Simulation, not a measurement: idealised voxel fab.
Herein follows the process module entitled voxel fin reveal.
Section shown: cut. Width: 180 nm. Cell size: 5 nm, square.
Cross-section = grid of square cells, listed top down in bands; band = one or more rows. First you get the band's top height and its bottom height, in nm, and then the materials it's made of, left to right, with each width in nm. If you see a single material with "all across", that one covers the band edge to edge. "empty" is empty space. For the purposes of this specification, 0 denotes the height below which the wafer in its as-received condition is composed wholly of one material, and the lowermost band, lacking a lower limit, extends downward without end, as expressed in "0 -> down". Width: "30..40" (first number = top row, second number = bottom row, same change from row to row of cells). "stayed the same" after a step means that no cell of the cross-section changed. Look at "Closed void table" for the closed voids: empty spaces with no open path to the top, sized 8 cells or up. Each is width x height at distance, distance from the left edge, all nm. Formally, on a step line, whatever follows the settings is a remark that the simulator itself makes on the step. The optional step-line setting "overlay nm" applies to steps with a mask and quantifies how far to the right of its planned location the mask lay, a negative value indicating leftward placement.
Below is the list of planned process steps:
1) RECEIVE [material Si]
2) CONFORMAL_DEP [material SiN] [thk nm 10]
3) MASKED_ETCH [tone cover] [mask id FINS] [width nm 15] [pitch nm 35] [etch materials SiN] [depth nm 10] [overlay nm 0]
4) MASKED_ETCH [tone cover] [mask id FINS] [width nm 15] [pitch nm 35] [etch materials Si] [depth nm 40] [overlay nm 0]
5) OXIDIZE [depth nm 5]
6) FILL_DEP [material SiO2] [thk nm 15]
7) CMP [height nm 10]
8) SELECTIVE_ETCH [etch materials SiO2] [depth nm 35]
9) STRIP [etch materials SiN]
Shown in cross-section is the wafer as received, that is, as it stands after step 1:
    0 -> down | Si all across
    Closed void table: none
Figure: cross-sectional view of the wafer upon completion of the module, processed from the initial state and according to the plan depicted above, with one error introduced during execution:
    10 -> 0 | empty 65; SiN 15; empty 20; SiN 15; empty 65
    0 -> -45 | empty 70; Si 5; empty 30; Si 5; empty 70
    -45 -> down | Si all across
    Closed void table: none
Short version of what went wrong: step 9 was run on a setting that differed from the plan, and what really ran there is STRIP [etch materials SiO2]
